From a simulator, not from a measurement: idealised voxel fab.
Name of the process module below: voxel transistor to metal
The figure presents cross-section cut, which has a width of 145 nm and is divided into square cells with an edge length of 5 nm.
Bands, listed from the top down, are how a cross-section gets written in this document; the cross-section itself is a grid of square cells, and a band is one or more rows of them.
The entry gives the band's vertical extent as a top height and a bottom height in nm, then its horizontal make-up as materials from left to right, each with a width in nm. "empty" stands for empty space; a single material marked "full width" fills the band edge to edge.
Height reference: 0 = level under which incoming wafer is all one material. Lowest band: no bottom, runs on downward, e.g. "z 0 and below".
Note: "30 to 40" means the width goes from the first number (top row of the band) to the second number (bottom row) in equal steps per row of cells.
Reading "remained the same" for a step: not a cell of the cross-section changed in it.
For the entry "Closed void roster", the listed items are empty spaces with no open way to the top whose size is 8 cells or more; each item follows the pattern width x height at distance, where distance is from the left edge and all three are in nm.
Formally, on a step line, whatever follows the settings is a remark that the simulator itself makes on the step.
"overlay nm", when on a step's line for a step with a mask, measures how far to the right of its planned place the mask lay; a negative measure means to the left.

Planned step list for the process
- 1: RECEIVE, material Si
- 2: CONFORMAL_DEP, material SiO2, thk nm 5
- 3: CONFORMAL_DEP, material SiN, thk nm 15
- 4: DIRECTIONAL_DEP, material aC, thk nm 15
- 5: PATTERN, tone cover, mask id ACTIVE, material resist, width nm 95, thk nm 30, overlay nm 0
- 6: DIRECTIONAL_ETCH, etch materials aC, depth nm 15
- 7: STRIP, etch materials resist
- 8: DIRECTIONAL_ETCH, etch materials SiN, depth nm 15
- 9: DIRECTIONAL_ETCH, etch materials SiO2, depth nm 5
- 10: DIRECTIONAL_ETCH, etch materials Si, depth nm 35
- 11: STRIP, etch materials aC
- 12: OXIDIZE, depth nm 5
- 13: FILL_DEP, material SiO2, thk nm 10
- 14: CMP, height nm 20
- 15: SELECTIVE_ETCH, etch materials SiO2, depth nm 10
- 16: STRIP, etch materials SiN
- 17: SELECTIVE_ETCH, etch materials SiO2, depth nm 5
- 18: OXIDIZE, depth nm 5
- 19: DIRECTIONAL_DEP, material polySi, thk nm 30
- 20: DIRECTIONAL_DEP, material SiCN, thk nm 10
- 21: DIRECTIONAL_DEP, material aC, thk nm 15
- 22: PATTERN, tone cover, mask id GATE, material resist, width nm 25, thk nm 35, overlay nm 0
- 23: DIRECTIONAL_ETCH, etch materials aC, depth nm 15
- 24: STRIP, etch materials resist
- 25: DIRECTIONAL_ETCH, etch materials SiCN, depth nm 20
- 26: DIRECTIONAL_ETCH, etch materials polySi, depth nm 40
- 27: STRIP, etch materials aC
- 28: CONFORMAL_DEP, material SiN, thk nm 5
- 29: DIRECTIONAL_ETCH, etch materials SiN, depth nm 5
- 30: DIRECTIONAL_ETCH, etch materials SiO2, depth nm 5
- 31: DIRECTIONAL_ETCH, etch materials Si, depth nm 15
- 32: EPI, material SiGe, thk nm 20
- 33: FILL_DEP, material SiO2, thk nm 5
- 34: CMP, height nm 30
- 35: STRIP, etch materials polySi
- 36: SELECTIVE_ETCH, etch materials SiO2, depth nm 5
- 37: CONFORMAL_DEP, material HfO2, thk nm 5
- 38: CONFORMAL_DEP, material TiN, thk nm 5
- 39: FILL_DEP, material W, thk nm 10
- 40: CMP, height nm 25
- 41: DIRECTIONAL_DEP, material SiO2, thk nm 10
- 42: MASKED_ETCH, tone open, mask id CONTACT, width nm 15, pitch nm 70, etch materials SiO2, depth nm 35, overlay nm 0
- 43: CONFORMAL_DEP, material TiN, thk nm 5
- 44: FILL_DEP, material Ru, thk nm 10
- 45: CMP, height nm 35
- 46: CONFORMAL_DEP, material SiCN, thk nm 5
- 47: DIRECTIONAL_DEP, material SiO2, thk nm 20
- 48: MASKED_ETCH, tone open, mask id METAL_1, width nm 15, pitch nm 70, etch materials SiO2, depth nm 20, overlay nm 0
- 49: MASKED_ETCH, tone open, mask id METAL_1, width nm 15, pitch nm 70, etch materials SiCN, depth nm 5, overlay nm 0
- 50: CONFORMAL_DEP, material TiN, thk nm 5
- 51: FILL_DEP, material W, thk nm 5
- 52: CMP, height nm 60
- 53: EPI, material Ru, thk nm 5
- 54: FILL_DEP, material SiCN, thk nm 5

Incoming wafer, cross-sectional view, post step 1
> z 0 and below  Si full width
> Closed void roster: none

End-of-module cross-section of the first of two wafers, processed as planned
> z 70 to 65  SiCN full width
> z 65 to 60  SiCN 25  Ru 25  SiCN 45  Ru 25  SiCN 25
> z 60 to 40  SiO2 30  TiN 5  W 5  TiN 5  SiO2 55  TiN 5  W 5  TiN 5  SiO2 30
> z 40 to 35  SiCN 30  TiN 15  SiCN 55  TiN 15  SiCN 30
> z 35 to 25  SiO2 30  TiN 5  Ru 5  TiN 5  SiO2 55  TiN 5  Ru 5  TiN 5  SiO2 30
> z 25 to 20  SiO2 30  TiN 5  Ru 5  TiN 5  SiO2 10  SiN 5  HfO2 5  TiN 5  W 5  TiN 5  HfO2 5  SiN 5  SiO2 10  TiN 5  Ru 5  TiN 5  SiO2 30
> z 20 to 15  SiO2 30  TiN 15  SiO2 10  SiN 5  HfO2 5  TiN 5  W 5  TiN 5  HfO2 5  SiN 5  SiO2 10  TiN 15  SiO2 30
> z 15 to 5  SiO2 30  TiN 5  SiGe 20  SiN 5  HfO2 5  TiN 5  W 5  TiN 5  HfO2 5  SiN 5  SiGe 20  TiN 5  SiO2 30
> z 5 to 0  SiO2 20  SiN 5  SiO2 5  TiN 5  SiGe 20  SiN 5  HfO2 5  TiN 15  HfO2 5  SiN 5  SiGe 20  TiN 5  SiO2 5  SiN 5  SiO2 20
> z 0 to -5  SiO2 25  SiGe 30  HfO2 35  SiGe 30  SiO2 25
> z -5 to -20  SiO2 30  SiGe 25  Si 35  SiGe 25  SiO2 30
> z -20 to -40  SiO2 30  Si 85  SiO2 30
> z -40 and below  Si full width
> Closed void roster: none

Cross-sectional view: second of two wafers, end of module; start and plan identical to the first, one mistake in running
> z 70 to 65  SiCN full width
> z 65 to 60  SiCN 25  Ru 25  SiCN 45  Ru 25  SiCN 25
> z 60 to 40  SiO2 30  TiN 5  W 5  TiN 5  SiO2 55  TiN 5  W 5  TiN 5  SiO2 30
> z 40 to 35  SiCN 30  TiN 15  SiCN 55  TiN 15  SiCN 30
> z 35 to 25  SiO2 30  TiN 5  Ru 5  TiN 5  SiO2 55  TiN 5  Ru 5  TiN 5  SiO2 30
> z 25 to 20  SiO2 30  TiN 5  Ru 5  TiN 5  SiO2 10  SiN 5  HfO2 5  TiN 5  W 5  TiN 5  HfO2 5  SiN 5  SiO2 10  TiN 5  Ru 5  TiN 5  SiO2 30
> z 20 to 15  SiO2 30  TiN 15  SiO2 10  SiN 5  HfO2 5  TiN 5  W 5  TiN 5  HfO2 5  SiN 5  SiO2 10  TiN 15  SiO2 30
> z 15 to 5  SiO2 30  TiN 5  SiGe 20  SiN 5  HfO2 5  TiN 5  W 5  TiN 5  HfO2 5  SiN 5  SiGe 20  TiN 5  SiO2 30
> z 5 to 0  SiO2 20  SiN 5  SiO2 5  TiN 5  SiGe 20  SiN 5  HfO2 5  TiN 15  HfO2 5  SiN 5  SiGe 20  TiN 5  SiO2 10  SiN 5  SiO2 15
> z 0 to -5  SiO2 25  SiGe 30  HfO2 35  SiGe 35  SiO2 20
> z -5 to -20  SiO2 30  SiGe 25  Si 35  SiGe 30  SiO2 25
> z -20 to -40  SiO2 30  Si 90  SiO2 25
> z -40 and below  Si full width
> Closed void roster: none
In executing the process, a mistake was made relative to the plan: step 5 was run on a setting that differed from the plan, and what really ran there is PATTERN, tone cover, mask id ACTIVE, material resist, width nm 100, thk nm 30, overlay nm 0
The second wafer ends with more or fewer cells of some materials than the first, per final count: 4 more of Si; 4 more of SiGe; 8 fewer of SiO2
